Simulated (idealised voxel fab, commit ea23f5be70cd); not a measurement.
process module | voxel capacitor over wiring
cross-section cut | 205 nm wide | cells 5 nm
A cross-section is a grid of square cells, given in bands from the top down. A band is one or more rows of cells.
Each band's line starts with the height of the band's top and of its bottom, in nm. Then come its materials from left to right, each with its width in nm. One material with "throughout" fills the band from edge to edge. "air" is empty space.
Height 0 is the level under which the wafer as received is all one material. The lowest band goes on downwards, as in "0 down".
A width such as "30 to 40" changes by the same amount from each row of cells to the next, from the band's top row to its bottom row.
"no change" after a step means that no cell of the cross-section changed.
closed voids: empty space of 8 cells or more with no open way to the top, each as width x height at its distance from the left edge, in nm
after a step's settings: what the simulator itself notes on the step
overlay nm, on a step with a mask: how far to the right of its planned place the mask lay; to the left if negative
plan
1 op RECEIVE | material Si
2 op CONFORMAL_DEP | material SiO2 | thk nm 10
3 op CONFORMAL_DEP | material SiCN | thk nm 5
4 op DIRECTIONAL_DEP | material lowk | thk nm 15
5 op PATTERN | tone open | mask id METAL_1 | material resist | width nm 25 | pitch nm 95 | thk nm 15 | overlay nm 0
6 op DIRECTIONAL_ETCH | etch materials lowk | depth nm 15
7 op DIRECTIONAL_ETCH | etch materials SiCN | depth nm 5
8 op STRIP | etch materials resist
9 op CONFORMAL_DEP | material TiN | thk nm 5
10 op FILL_DEP | material Cu | thk nm 5
11 op CMP | height nm 30
12 op EPI | material Ru | thk nm 5
13 op FILL_DEP | material SiCN | thk nm 5
14 op DIRECTIONAL_DEP | material lowk | thk nm 15
15 op DIRECTIONAL_DEP | material aC | thk nm 5
16 op PATTERN | tone open | mask id PLUG_1 | material resist | width nm 15 | thk nm 35 | overlay nm 0
17 op DIRECTIONAL_ETCH | etch materials aC | depth nm 15
18 op STRIP | etch materials resist
19 op DIRECTIONAL_ETCH | etch materials lowk | depth nm 15
20 op DIRECTIONAL_ETCH | etch materials SiCN | depth nm 5
21 op STRIP | etch materials aC
22 op EPI | material Ru | thk nm 10
23 op EPI | material Ru | thk nm 10
24 op DIRECTIONAL_DEP | material TiN | thk nm 10
25 op DIRECTIONAL_DEP | material Al2O3 | thk nm 5
26 op DIRECTIONAL_DEP | material TiN | thk nm 5
27 op MASKED_ETCH | tone cover | mask id UPPER_PLATE | width nm 75 | etch materials TiN | depth nm 5 | overlay nm 0
28 op MASKED_ETCH | tone cover | mask id UPPER_PLATE | width nm 75 | etch materials Al2O3 | depth nm 5 | overlay nm 0
29 op PATTERN | tone cover | mask id LOWER_PLATE | material resist | width nm 85 | thk nm 20 | overlay nm 0
30 op DIRECTIONAL_ETCH | etch materials TiN | depth nm 10
31 op STRIP | etch materials resist
32 op FILL_DEP | material SiO2 | thk nm 20
33 op CMP | height nm 90
34 op DIRECTIONAL_DEP | material aC | thk nm 10
35 op PATTERN | tone open | mask id PLUG_2 | material resist | width nm 15 | thk nm 30 | overlay nm 0
36 op DIRECTIONAL_ETCH | etch materials aC | depth nm 10
37 op STRIP | etch materials resist
38 op DIRECTIONAL_ETCH | etch materials SiO2 | depth nm 15
39 op STRIP | etch materials aC
40 op CONFORMAL_DEP | material TiN | thk nm 5
41 op FILL_DEP | material Ru | thk nm 5
42 op CMP | height nm 90
43 op CONFORMAL_DEP | material SiN | thk nm 5
varied across the wafers: thk nm of step 15. The plan shows the first wafer's value. All wafers start alike
first wafer as received, after step 1
  0 down: Si throughout
  closed voids: none
first wafer at the end, after step 43
  95 to 90: SiN throughout
  90 to 80: SiO2 60 | TiN 5 | Ru 5 | TiN 5 | SiO2 130
  80 to 70: SiO2 60 to 50 | TiN 15 to 75 | SiO2 130 to 80
  70 to 65: SiO2 50 | Al2O3 75 | SiO2 80
  65 to 55: SiO2 45 | TiN 85 | SiO2 75
  55 to 40: lowk 50 | Ru 15 | lowk 140
  40 to 35: SiCN 50 | Ru 15 | SiCN 140
  35 to 30: SiCN 35 | Ru 35 | SiCN 60 | Ru 35 | SiCN 40
  30 to 15: lowk 40 | TiN 5 | Cu 15 | TiN 5 | lowk 70 | TiN 5 | Cu 15 | TiN 5 | lowk 45
  15 to 10: SiCN 40 | TiN 25 | SiCN 70 | TiN 25 | SiCN 45
  10 to 0: SiO2 throughout
  0 down: Si throughout
  closed voids: none
last wafer at the end
  95 to 90: SiN throughout
  90 to 80: SiO2 60 | TiN 5 | Ru 5 | TiN 5 | SiO2 130
  80 to 70: SiO2 60 to 50 | TiN 15 to 75 | SiO2 130 to 80
  70 to 65: SiO2 50 | Al2O3 75 | SiO2 80
  65 to 55: SiO2 45 | TiN 85 | SiO2 75
  55 to 40: lowk throughout
  40 to 35: SiCN throughout
  35 to 30: SiCN 35 | Ru 35 | SiCN 60 | Ru 35 | SiCN 40
  30 to 15: lowk 40 | TiN 5 | Cu 15 | TiN 5 | lowk 70 | TiN 5 | Cu 15 | TiN 5 | lowk 45
  15 to 10: SiCN 40 | TiN 25 | SiCN 70 | TiN 25 | SiCN 45
  10 to 0: SiO2 throughout
  0 down: Si throughout
  closed voids: none
each wafer at the end: cells of each material gained (+) or lost (-) since it was received, then its closed voids
thk nm 5 | +15 Al2O3 | +18 Cu | +28 Ru | +96 SiCN | +41 SiN | +296 SiO2 | +78 TiN | +207 lowk | closed voids: none
thk nm 10 | +15 Al2O3 | +18 Cu | +28 Ru | +96 SiCN | +41 SiN | +296 SiO2 | +78 TiN | +207 lowk | closed voids: none
thk nm 15 | +15 Al2O3 | +18 Cu | +28 Ru | +96 SiCN | +41 SiN | +296 SiO2 | +78 TiN | +207 lowk | closed voids: none
thk nm 20 | +15 Al2O3 | +18 Cu | +16 Ru | +99 SiCN | +41 SiN | +296 SiO2 | +78 TiN | +216 lowk | closed voids: none
thk nm 25 | +15 Al2O3 | +18 Cu | +16 Ru | +99 SiCN | +41 SiN | +296 SiO2 | +78 TiN | +216 lowk | closed voids: none
thk nm 30 | +15 Al2O3 | +18 Cu | +16 Ru | +99 SiCN | +41 SiN | +296 SiO2 | +78 TiN | +216 lowk | closed voids: none
